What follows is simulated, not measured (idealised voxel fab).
process module | voxel transistor to metal
cross-section cut | 295 nm wide | cells 5 nm
A cross-section is a grid of square cells, given in bands from the top down. A band is one or more rows of cells.
Each band's line starts with the height of the band's top and of its bottom, in nm. Then come its materials from left to right, each with its width in nm. One material with "throughout" fills the band from edge to edge. "air" is empty space.
Height 0 is the level under which the wafer as received is all one material. The lowest band goes on downwards, as in "0 down".
A width such as "30 to 40" changes by the same amount from each row of cells to the next, from the band's top row to its bottom row.
"no change" after a step means that no cell of the cross-section changed.
closed voids: empty space of 8 cells or more with no open way to the top, each as width x height at its distance from the left edge, in nm
after a step's settings: what the simulator itself notes on the step
overlay nm, on a step with a mask: how far to the right of its planned place the mask lay; to the left if negative
plan
1 op RECEIVE | material Si
2 op OXIDIZE | depth nm 5
3 op CONFORMAL_DEP | material SiN | thk nm 15
4 op DIRECTIONAL_DEP | material aC | thk nm 10
5 op PATTERN | tone cover | mask id ACTIVE | material resist | width nm 95 | pitch nm 120 | thk nm 30 | overlay nm 0
6 op DIRECTIONAL_ETCH | etch materials aC | depth nm 10
7 op STRIP | etch materials resist
8 op DIRECTIONAL_ETCH | etch materials SiN | depth nm 15
9 op DIRECTIONAL_ETCH | etch materials SiO2 | depth nm 5
10 op DIRECTIONAL_ETCH | etch materials Si | depth nm 25
11 op STRIP | etch materials aC
12 op FILL_DEP | material SiO2 | thk nm 5
13 op CMP | height nm 15
14 op SELECTIVE_ETCH | etch materials SiO2 | depth nm 15
15 op STRIP | etch materials SiN
16 op SELECTIVE_ETCH | etch materials SiO2 | depth nm 5
17 op OXIDIZE | depth nm 5
18 op DIRECTIONAL_DEP | material polySi | thk nm 30
19 op DIRECTIONAL_DEP | material SiCN | thk nm 15
20 op MASKED_ETCH | tone cover | mask id GATE | width nm 15 | pitch nm 120 | etch materials SiCN | depth nm 25 | overlay nm 0
21 op MASKED_ETCH | tone cover | mask id GATE | width nm 15 | pitch nm 120 | etch materials polySi | depth nm 40 | overlay nm 0
22 op CONFORMAL_DEP | material SiN | thk nm 10
23 op DIRECTIONAL_ETCH | etch materials SiN | depth nm 10
24 op DIRECTIONAL_ETCH | etch materials SiO2 | depth nm 5
25 op DIRECTIONAL_ETCH | etch materials Si | depth nm 15
26 op EPI | material nSi | thk nm 15
27 op FILL_DEP | material SiO2 | thk nm 5
28 op CMP | height nm 40
29 op DIRECTIONAL_DEP | material SiO2 | thk nm 10
30 op DIRECTIONAL_DEP | material aC | thk nm 15
31 op PATTERN | tone open | mask id CONTACT | material resist | width nm 20 | thk nm 35 | overlay nm 0
32 op DIRECTIONAL_ETCH | etch materials aC | depth nm 15
33 op STRIP | etch materials resist
34 op DIRECTIONAL_ETCH | etch materials SiO2 | depth nm 60
35 op STRIP | etch materials aC
36 op CONFORMAL_DEP | material TiN | thk nm 5
37 op FILL_DEP | material Ru | thk nm 10
38 op CMP | height nm 50
39 op DIRECTIONAL_DEP | material TiN | thk nm 5
40 op DIRECTIONAL_DEP | material W | thk nm 25
41 op DIRECTIONAL_DEP | material aC | thk nm 15
42 op PATTERN | tone cover | mask id METAL_1 | material resist | width nm 20 | thk nm 30 | overlay nm 0
43 op DIRECTIONAL_ETCH | etch materials aC | depth nm 15
44 op STRIP | etch materials resist
45 op DIRECTIONAL_ETCH | etch materials W | depth nm 25
46 op DIRECTIONAL_ETCH | etch materials TiN | depth nm 5
47 op STRIP | etch materials aC
48 op FILL_DEP | material lowk | thk nm 5
49 op CMP | height nm 80
50 op CONFORMAL_DEP | material SiCN | thk nm 5
51 op DIRECTIONAL_DEP | material lowk | thk nm 30
52 op PATTERN | tone open | mask id METAL_2_HOLES | material resist | width nm 15 | pitch nm 120 | thk nm 20 | overlay nm 0
53 op DIRECTIONAL_ETCH | etch materials lowk | depth nm 30
54 op STRIP | etch materials resist
55 op PATTERN | tone open | mask id METAL_2 | material resist | width nm 20 | pitch nm 120 | thk nm 15 | overlay nm 0
56 op DIRECTIONAL_ETCH | etch materials lowk | depth nm 15
57 op DIRECTIONAL_ETCH | etch materials SiCN | depth nm 5
58 op STRIP | etch materials resist
59 op CONFORMAL_DEP | material TiN | thk nm 5
60 op FILL_DEP | material Ru | thk nm 5
61 op CMP | height nm 115
62 op CONFORMAL_DEP | material SiCN | thk nm 5
first wafer, as planned
as received, after step 1
  0 down: Si throughout
  closed voids: none
after step 2
  0 to -5: SiO2 throughout
  below -5: unchanged
after step 3
  15 to 0: SiN throughout
  below 0: unchanged
after step 4
  25 to 15: aC throughout
  below 15: unchanged
after step 5
  55 to 25: air 40 | resist 95 | air 25 | resist 95 | air 40
  below 25: unchanged
after step 6
  45 to 25: air 40 | resist 95 | air 25 | resist 95 | air 40
  25 to 15: air 40 | aC 95 | air 25 | aC 95 | air 40
  below 15: unchanged
after step 7
  25 to 15: air 40 | aC 95 | air 25 | aC 95 | air 40
  below 15: unchanged
after step 8
  25 to 15: air 40 | aC 95 | air 25 | aC 95 | air 40
  15 to 0: air 40 | SiN 95 | air 25 | SiN 95 | air 40
  below 0: unchanged
after step 9
  25 to 15: air 40 | aC 95 | air 25 | aC 95 | air 40
  15 to 0: air 40 | SiN 95 | air 25 | SiN 95 | air 40
  0 to -5: air 40 | SiO2 95 | air 25 | SiO2 95 | air 40
  below -5: unchanged
after step 10
  25 to 15: air 40 | aC 95 | air 25 | aC 95 | air 40
  15 to 0: air 40 | SiN 95 | air 25 | SiN 95 | air 40
  0 to -5: air 40 | SiO2 95 | air 25 | SiO2 95 | air 40
  -5 to -30: air 40 | Si 95 | air 25 | Si 95 | air 40
  below -30: unchanged
after step 11
  15 to 0: air 40 | SiN 95 | air 25 | SiN 95 | air 40
  below 0: unchanged
after step 12
  20 to 15: SiO2 throughout
  15 to 0: SiO2 40 | SiN 95 | SiO2 25 | SiN 95 | SiO2 40
  0 to -5: SiO2 throughout
  -5 to -30: SiO2 40 | Si 95 | SiO2 25 | Si 95 | SiO2 40
  below -30: unchanged
after step 13
  15 to 0: SiO2 40 | SiN 95 | SiO2 25 | SiN 95 | SiO2 40
  below 0: unchanged
after step 14
  15 to 0: air 40 | SiN 95 | air 25 | SiN 95 | air 40
  below 0: unchanged
after step 15
  0 to -5: SiO2 throughout
  below -5: unchanged
after step 16
  -5 to -30: SiO2 40 | Si 95 | SiO2 25 | Si 95 | SiO2 40
  below -30: unchanged
after step 17
  -5 to -10: SiO2 throughout
  below -10: unchanged
after step 18
  25 to -5: polySi throughout
  below -5: unchanged
after step 19
  40 to 25: SiCN throughout
  below 25: unchanged
after step 20
  40 to 25: air 80 | SiCN 15 | air 105 | SiCN 15 | air 80
  below 25: unchanged
after step 21
  40 to 25: air 80 | SiCN 15 | air 105 | SiCN 15 | air 80
  25 to -5: air 80 | polySi 15 | air 105 | polySi 15 | air 80
  below -5: unchanged
after step 22
  50 to 40: air 70 | SiN 35 | air 85 | SiN 35 | air 70
  40 to 25: air 70 | SiN 10 | SiCN 15 | SiN 10 | air 85 | SiN 10 | SiCN 15 | SiN 10 | air 70
  25 to 5: air 70 | SiN 10 | polySi 15 | SiN 10 | air 85 | SiN 10 | polySi 15 | SiN 10 | air 70
  5 to -5: SiN 80 | polySi 15 | SiN 105 | polySi 15 | SiN 80
  below -5: unchanged
after step 23
  40 to 25: air 70 | SiN 10 | SiCN 15 | SiN 10 | air 85 | SiN 10 | SiCN 15 | SiN 10 | air 70
  25 to -5: air 70 | SiN 10 | polySi 15 | SiN 10 | air 85 | SiN 10 | polySi 15 | SiN 10 | air 70
  below -5: unchanged
after step 24
  40 to 25: air 70 | SiN 10 | SiCN 15 | SiN 10 | air 85 | SiN 10 | SiCN 15 | SiN 10 | air 70
  25 to -5: air 70 | SiN 10 | polySi 15 | SiN 10 | air 85 | SiN 10 | polySi 15 | SiN 10 | air 70
  -5 to -10: air 70 | SiO2 35 | air 85 | SiO2 35 | air 70
  below -10: unchanged
after step 25
  40 to 25: air 70 | SiN 10 | SiCN 15 | SiN 10 | air 85 | SiN 10 | SiCN 15 | SiN 10 | air 70
  25 to -5: air 70 | SiN 10 | polySi 15 | SiN 10 | air 85 | SiN 10 | polySi 15 | SiN 10 | air 70
  -5 to -10: air 70 | SiO2 35 | air 85 | SiO2 35 | air 70
  -10 to -25: SiO2 40 | air 30 | Si 35 | air 30 | SiO2 25 | air 30 | Si 35 | air 30 | SiO2 40
  below -25: unchanged
after step 26
  40 to 25: air 70 | SiN 10 | SiCN 15 | SiN 10 | air 85 | SiN 10 | SiCN 15 | SiN 10 | air 70
  25 to 5: air 70 | SiN 10 | polySi 15 | SiN 10 | air 85 | SiN 10 | polySi 15 | SiN 10 | air 70
  5 to -5: air 55 | nSi 15 | SiN 10 | polySi 15 | SiN 10 | nSi 15 | air 55 | nSi 15 | SiN 10 | polySi 15 | SiN 10 | nSi 15 | air 55
  -5 to -10: air 55 | nSi 15 | SiO2 35 | nSi 15 | air 55 | nSi 15 | SiO2 35 | nSi 15 | air 55
  -10 to -25: SiO2 40 | nSi 30 | Si 35 | nSi 30 | SiO2 25 | nSi 30 | Si 35 | nSi 30 | SiO2 40
  below -25: unchanged
after step 27
  45 to 40: SiO2 throughout
  40 to 25: SiO2 70 | SiN 10 | SiCN 15 | SiN 10 | SiO2 85 | SiN 10 | SiCN 15 | SiN 10 | SiO2 70
  25 to 5: SiO2 70 | SiN 10 | polySi 15 | SiN 10 | SiO2 85 | SiN 10 | polySi 15 | SiN 10 | SiO2 70
  5 to -5: SiO2 55 | nSi 15 | SiN 10 | polySi 15 | SiN 10 | nSi 15 | SiO2 55 | nSi 15 | SiN 10 | polySi 15 | SiN 10 | nSi 15 | SiO2 55
  -5 to -10: SiO2 55 | nSi 15 | SiO2 35 | nSi 15 | SiO2 55 | nSi 15 | SiO2 35 | nSi 15 | SiO2 55
  below -10: unchanged
after step 28
  40 to 25: SiO2 70 | SiN 10 | SiCN 15 | SiN 10 | SiO2 85 | SiN 10 | SiCN 15 | SiN 10 | SiO2 70
  below 25: unchanged
after step 29
  50 to 40: SiO2 throughout
  below 40: unchanged
after step 30
  65 to 50: aC throughout
  below 50: unchanged
after step 31
  100 to 65: resist 45 | air 20 | resist 45 | air 20 | resist 35 | air 20 | resist 45 | air 20 | resist 45
  below 65: unchanged
after step 32
  85 to 65: resist 45 | air 20 | resist 45 | air 20 | resist 35 | air 20 | resist 45 | air 20 | resist 45
  65 to 50: aC 45 | air 20 | aC 45 | air 20 | aC 35 | air 20 | aC 45 | air 20 | aC 45
  below 50: unchanged
after step 33
  65 to 50: aC 45 | air 20 | aC 45 | air 20 | aC 35 | air 20 | aC 45 | air 20 | aC 45
  below 50: unchanged
after step 34
  65 to 50: aC 45 | air 20 | aC 45 | air 20 | aC 35 | air 20 | aC 45 | air 20 | aC 45
  50 to 40: SiO2 45 | air 20 | SiO2 45 | air 20 | SiO2 35 | air 20 | SiO2 45 | air 20 | SiO2 45
  40 to 25: SiO2 45 | air 20 | SiO2 5 | SiN 10 | SiCN 15 | SiN 10 | SiO2 5 | air 20 | SiO2 35 | air 20 | SiO2 5 | SiN 10 | SiCN 15 | SiN 10 | SiO2 5 | air 20 | SiO2 45
  25 to 5: SiO2 45 | air 20 | SiO2 5 | SiN 10 | polySi 15 | SiN 10 | SiO2 5 | air 20 | SiO2 35 | air 20 | SiO2 5 | SiN 10 | polySi 15 | SiN 10 | SiO2 5 | air 20 | SiO2 45
  5 to -5: SiO2 45 | air 10 | nSi 15 | SiN 10 | polySi 15 | SiN 10 | nSi 15 | air 10 | SiO2 35 | air 10 | nSi 15 | SiN 10 | polySi 15 | SiN 10 | nSi 15 | air 10 | SiO2 45
  -5 to -10: SiO2 45 | air 10 | nSi 15 | SiO2 35 | nSi 15 | air 10 | SiO2 35 | air 10 | nSi 15 | SiO2 35 | nSi 15 | air 10 | SiO2 45
  below -10: unchanged
after step 35
  50 to 40: SiO2 45 | air 20 | SiO2 45 | air 20 | SiO2 35 | air 20 | SiO2 45 | air 20 | SiO2 45
  below 40: unchanged
after step 36
  55 to 50: TiN 50 | air 10 | TiN 55 | air 10 | TiN 45 | air 10 | TiN 55 | air 10 | TiN 50
  50 to 40: SiO2 45 | TiN 5 | air 10 | TiN 5 | SiO2 45 | TiN 5 | air 10 | TiN 5 | SiO2 35 | TiN 5 | air 10 | TiN 5 | SiO2 45 | TiN 5 | air 10 | TiN 5 | SiO2 45
  40 to 25: SiO2 45 | TiN 5 | air 10 | TiN 5 | SiO2 5 | SiN 10 | SiCN 15 | SiN 10 | SiO2 5 | TiN 5 | air 10 | TiN 5 | SiO2 35 | TiN 5 | air 10 | TiN 5 | SiO2 5 | SiN 10 | SiCN 15 | SiN 10 | SiO2 5 | TiN 5 | air 10 | TiN 5 | SiO2 45
  25 to 10: SiO2 45 | TiN 5 | air 10 | TiN 5 | SiO2 5 | SiN 10 | polySi 15 | SiN 10 | SiO2 5 | TiN 5 | air 10 | TiN 5 | SiO2 35 | TiN 5 | air 10 | TiN 5 | SiO2 5 | SiN 10 | polySi 15 | SiN 10 | SiO2 5 | TiN 5 | air 10 | TiN 5 | SiO2 45
  10 to 5: SiO2 45 | TiN 20 | SiO2 5 | SiN 10 | polySi 15 | SiN 10 | SiO2 5 | TiN 20 | SiO2 35 | TiN 20 | SiO2 5 | SiN 10 | polySi 15 | SiN 10 | SiO2 5 | TiN 20 | SiO2 45
  5 to -5: SiO2 45 | TiN 10 | nSi 15 | SiN 10 | polySi 15 | SiN 10 | nSi 15 | TiN 10 | SiO2 35 | TiN 10 | nSi 15 | SiN 10 | polySi 15 | SiN 10 | nSi 15 | TiN 10 | SiO2 45
  -5 to -10: SiO2 45 | TiN 10 | nSi 15 | SiO2 35 | nSi 15 | TiN 10 | SiO2 35 | TiN 10 | nSi 15 | SiO2 35 | nSi 15 | TiN 10 | SiO2 45
  below -10: unchanged
after step 37
  65 to 55: Ru throughout
  55 to 50: TiN 50 | Ru 10 | TiN 55 | Ru 10 | TiN 45 | Ru 10 | TiN 55 | Ru 10 | TiN 50
  50 to 40: SiO2 45 | TiN 5 | Ru 10 | TiN 5 | SiO2 45 | TiN 5 | Ru 10 | TiN 5 | SiO2 35 | TiN 5 | Ru 10 | TiN 5 | SiO2 45 | TiN 5 | Ru 10 | TiN 5 | SiO2 45
  40 to 25: SiO2 45 | TiN 5 | Ru 10 | TiN 5 | SiO2 5 | SiN 10 | SiCN 15 | SiN 10 | SiO2 5 | TiN 5 | Ru 10 | TiN 5 | SiO2 35 | TiN 5 | Ru 10 | TiN 5 | SiO2 5 | SiN 10 | SiCN 15 | SiN 10 | SiO2 5 | TiN 5 | Ru 10 | TiN 5 | SiO2 45
  25 to 10: SiO2 45 | TiN 5 | Ru 10 | TiN 5 | SiO2 5 | SiN 10 | polySi 15 | SiN 10 | SiO2 5 | TiN 5 | Ru 10 | TiN 5 | SiO2 35 | TiN 5 | Ru 10 | TiN 5 | SiO2 5 | SiN 10 | polySi 15 | SiN 10 | SiO2 5 | TiN 5 | Ru 10 | TiN 5 | SiO2 45
  below 10: unchanged
after step 38
  50 to 40: SiO2 45 | TiN 5 | Ru 10 | TiN 5 | SiO2 45 | TiN 5 | Ru 10 | TiN 5 | SiO2 35 | TiN 5 | Ru 10 | TiN 5 | SiO2 45 | TiN 5 | Ru 10 | TiN 5 | SiO2 45
  below 40: unchanged
after step 39
  55 to 50: TiN throughout
  below 50: unchanged
after step 40
  80 to 55: W throughout
  below 55: unchanged
after step 41
  95 to 80: aC throughout
  below 80: unchanged
after step 42
  125 to 95: air 45 | resist 20 | air 45 | resist 20 | air 35 | resist 20 | air 45 | resist 20 | air 45
  below 95: unchanged
after step 43
  110 to 95: air 45 | resist 20 | air 45 | resist 20 | air 35 | resist 20 | air 45 | resist 20 | air 45
  95 to 80: air 45 | aC 20 | air 45 | aC 20 | air 35 | aC 20 | air 45 | aC 20 | air 45
  below 80: unchanged
after step 44
  95 to 80: air 45 | aC 20 | air 45 | aC 20 | air 35 | aC 20 | air 45 | aC 20 | air 45
  below 80: unchanged
after step 45
  95 to 80: air 45 | aC 20 | air 45 | aC 20 | air 35 | aC 20 | air 45 | aC 20 | air 45
  80 to 55: air 45 | W 20 | air 45 | W 20 | air 35 | W 20 | air 45 | W 20 | air 45
  below 55: unchanged
after step 46
  95 to 80: air 45 | aC 20 | air 45 | aC 20 | air 35 | aC 20 | air 45 | aC 20 | air 45
  80 to 55: air 45 | W 20 | air 45 | W 20 | air 35 | W 20 | air 45 | W 20 | air 45
  55 to 50: air 45 | TiN 20 | air 45 | TiN 20 | air 35 | TiN 20 | air 45 | TiN 20 | air 45
  below 50: unchanged
after step 47
  80 to 55: air 45 | W 20 | air 45 | W 20 | air 35 | W 20 | air 45 | W 20 | air 45
  below 55: unchanged
after step 48
  85 to 80: lowk throughout
  80 to 55: lowk 45 | W 20 | lowk 45 | W 20 | lowk 35 | W 20 | lowk 45 | W 20 | lowk 45
  55 to 50: lowk 45 | TiN 20 | lowk 45 | TiN 20 | lowk 35 | TiN 20 | lowk 45 | TiN 20 | lowk 45
  below 50: unchanged
after step 49
  80 to 55: lowk 45 | W 20 | lowk 45 | W 20 | lowk 35 | W 20 | lowk 45 | W 20 | lowk 45
  below 55: unchanged
after step 50
  85 to 80: SiCN throughout
  below 80: unchanged
after step 51
  115 to 85: lowk throughout
  below 85: unchanged
after step 52
  135 to 115: resist 45 | air 15 | resist 105 | air 15 | resist 115
  below 115: unchanged
after step 53
  135 to 115: resist 45 | air 15 | resist 105 | air 15 | resist 115
  115 to 85: lowk 45 | air 15 | lowk 105 | air 15 | lowk 115
  below 85: unchanged
after step 54
  115 to 85: lowk 45 | air 15 | lowk 105 | air 15 | lowk 115
  below 85: unchanged
after step 55
  130 to 115: resist 45 | air 20 | resist 100 | air 20 | resist 110
  below 115: unchanged
after step 56
  130 to 115: resist 45 | air 20 | resist 100 | air 20 | resist 110
  115 to 100: lowk 45 | air 20 | lowk 100 | air 20 | lowk 110
  below 100: unchanged
after step 57
  130 to 115: resist 45 | air 20 | resist 100 | air 20 | resist 110
  115 to 100: lowk 45 | air 20 | lowk 100 | air 20 | lowk 110
  100 to 85: lowk 45 | air 15 | lowk 105 | air 15 | lowk 115
  85 to 80: SiCN 45 | air 15 | SiCN 105 | air 15 | SiCN 115
  below 80: unchanged
after step 58
  115 to 100: lowk 45 | air 20 | lowk 100 | air 20 | lowk 110
  below 100: unchanged
after step 59
  120 to 115: TiN 50 | air 10 | TiN 110 | air 10 | TiN 115
  115 to 105: lowk 45 | TiN 5 | air 10 | TiN 5 | lowk 100 | TiN 5 | air 10 | TiN 5 | lowk 110
  105 to 100: lowk 45 | TiN 5 | air 5 | TiN 10 | lowk 100 | TiN 5 | air 5 | TiN 10 | lowk 110
  100 to 85: lowk 45 | TiN 5 | air 5 | TiN 5 | lowk 105 | TiN 5 | air 5 | TiN 5 | lowk 115
  85 to 80: SiCN 45 | TiN 15 | SiCN 105 | TiN 15 | SiCN 115
  below 80: unchanged
after step 60
  125 to 120: Ru throughout
  120 to 115: TiN 50 | Ru 10 | TiN 110 | Ru 10 | TiN 115
  115 to 105: lowk 45 | TiN 5 | Ru 10 | TiN 5 | lowk 100 | TiN 5 | Ru 10 | TiN 5 | lowk 110
  105 to 100: lowk 45 | TiN 5 | Ru 5 | TiN 10 | lowk 100 | TiN 5 | Ru 5 | TiN 10 | lowk 110
  100 to 85: lowk 45 | TiN 5 | Ru 5 | TiN 5 | lowk 105 | TiN 5 | Ru 5 | TiN 5 | lowk 115
  below 85: unchanged
after step 61
  115 to 105: lowk 45 | TiN 5 | Ru 10 | TiN 5 | lowk 100 | TiN 5 | Ru 10 | TiN 5 | lowk 110
  below 105: unchanged
after step 62
  120 to 115: SiCN throughout
  below 115: unchanged
second wafer: like start, like plan, one mistake. Through step 38 it matches the first wafer
when step 39 should have ended
  75 to 50: W throughout
  below 50: unchanged
when step 40 should have ended
  80 to 75: TiN throughout
  below 75: unchanged
when step 41 should have ended
  95 to 80: aC throughout
  below 80: unchanged
when step 42 should have ended
  125 to 95: air 45 | resist 20 | air 45 | resist 20 | air 35 | resist 20 | air 45 | resist 20 | air 45
  below 95: unchanged
when step 43 should have ended
  110 to 95: air 45 | resist 20 | air 45 | resist 20 | air 35 | resist 20 | air 45 | resist 20 | air 45
  95 to 80: air 45 | aC 20 | air 45 | aC 20 | air 35 | aC 20 | air 45 | aC 20 | air 45
  below 80: unchanged
when step 44 should have ended
  95 to 80: air 45 | aC 20 | air 45 | aC 20 | air 35 | aC 20 | air 45 | aC 20 | air 45
  below 80: unchanged
when step 45 should have ended: no change
when step 46 should have ended
  95 to 80: air 45 | aC 20 | air 45 | aC 20 | air 35 | aC 20 | air 45 | aC 20 | air 45
  80 to 75: air 45 | TiN 20 | air 45 | TiN 20 | air 35 | TiN 20 | air 45 | TiN 20 | air 45
  below 75: unchanged
when step 47 should have ended
  80 to 75: air 45 | TiN 20 | air 45 | TiN 20 | air 35 | TiN 20 | air 45 | TiN 20 | air 45
  below 75: unchanged
when step 48 should have ended
  85 to 80: lowk throughout
  80 to 75: lowk 45 | TiN 20 | lowk 45 | TiN 20 | lowk 35 | TiN 20 | lowk 45 | TiN 20 | lowk 45
  below 75: unchanged
when step 49 should have ended
  80 to 75: lowk 45 | TiN 20 | lowk 45 | TiN 20 | lowk 35 | TiN 20 | lowk 45 | TiN 20 | lowk 45
  below 75: unchanged
when step 50 should have ended
  85 to 80: SiCN throughout
  below 80: unchanged
when step 51 should have ended
  115 to 85: lowk throughout
  below 85: unchanged
when step 52 should have ended
  135 to 115: resist 45 | air 15 | resist 105 | air 15 | resist 115
  below 115: unchanged
when step 53 should have ended
  135 to 115: resist 45 | air 15 | resist 105 | air 15 | resist 115
  115 to 85: lowk 45 | air 15 | lowk 105 | air 15 | lowk 115
  below 85: unchanged
when step 54 should have ended
  115 to 85: lowk 45 | air 15 | lowk 105 | air 15 | lowk 115
  below 85: unchanged
when step 55 should have ended
  130 to 115: resist 45 | air 20 | resist 100 | air 20 | resist 110
  below 115: unchanged
when step 56 should have ended
  130 to 115: resist 45 | air 20 | resist 100 | air 20 | resist 110
  115 to 100: lowk 45 | air 20 | lowk 100 | air 20 | lowk 110
  below 100: unchanged
when step 57 should have ended
  130 to 115: resist 45 | air 20 | resist 100 | air 20 | resist 110
  115 to 100: lowk 45 | air 20 | lowk 100 | air 20 | lowk 110
  100 to 85: lowk 45 | air 15 | lowk 105 | air 15 | lowk 115
  85 to 80: SiCN 45 | air 15 | SiCN 105 | air 15 | SiCN 115
  below 80: unchanged
when step 58 should have ended
  115 to 100: lowk 45 | air 20 | lowk 100 | air 20 | lowk 110
  below 100: unchanged
when step 59 should have ended
  120 to 115: TiN 50 | air 10 | TiN 110 | air 10 | TiN 115
  115 to 105: lowk 45 | TiN 5 | air 10 | TiN 5 | lowk 100 | TiN 5 | air 10 | TiN 5 | lowk 110
  105 to 100: lowk 45 | TiN 5 | air 5 | TiN 10 | lowk 100 | TiN 5 | air 5 | TiN 10 | lowk 110
  100 to 85: lowk 45 | TiN 5 | air 5 | TiN 5 | lowk 105 | TiN 5 | air 5 | TiN 5 | lowk 115
  85 to 80: SiCN 45 | TiN 15 | SiCN 105 | TiN 15 | SiCN 115
  below 80: unchanged
when step 60 should have ended
  125 to 120: Ru throughout
  120 to 115: TiN 50 | Ru 10 | TiN 110 | Ru 10 | TiN 115
  115 to 105: lowk 45 | TiN 5 | Ru 10 | TiN 5 | lowk 100 | TiN 5 | Ru 10 | TiN 5 | lowk 110
  105 to 100: lowk 45 | TiN 5 | Ru 5 | TiN 10 | lowk 100 | TiN 5 | Ru 5 | TiN 10 | lowk 110
  100 to 85: lowk 45 | TiN 5 | Ru 5 | TiN 5 | lowk 105 | TiN 5 | Ru 5 | TiN 5 | lowk 115
  below 85: unchanged
when step 61 should have ended
  115 to 105: lowk 45 | TiN 5 | Ru 10 | TiN 5 | lowk 100 | TiN 5 | Ru 10 | TiN 5 | lowk 110
  below 105: unchanged
when step 62 should have ended
  120 to 115: SiCN throughout
  below 115: unchanged
what went wrong: steps 39 and 40 were swapped
at the end the second wafer has, in cells: 215 more of W | 215 fewer of lowk
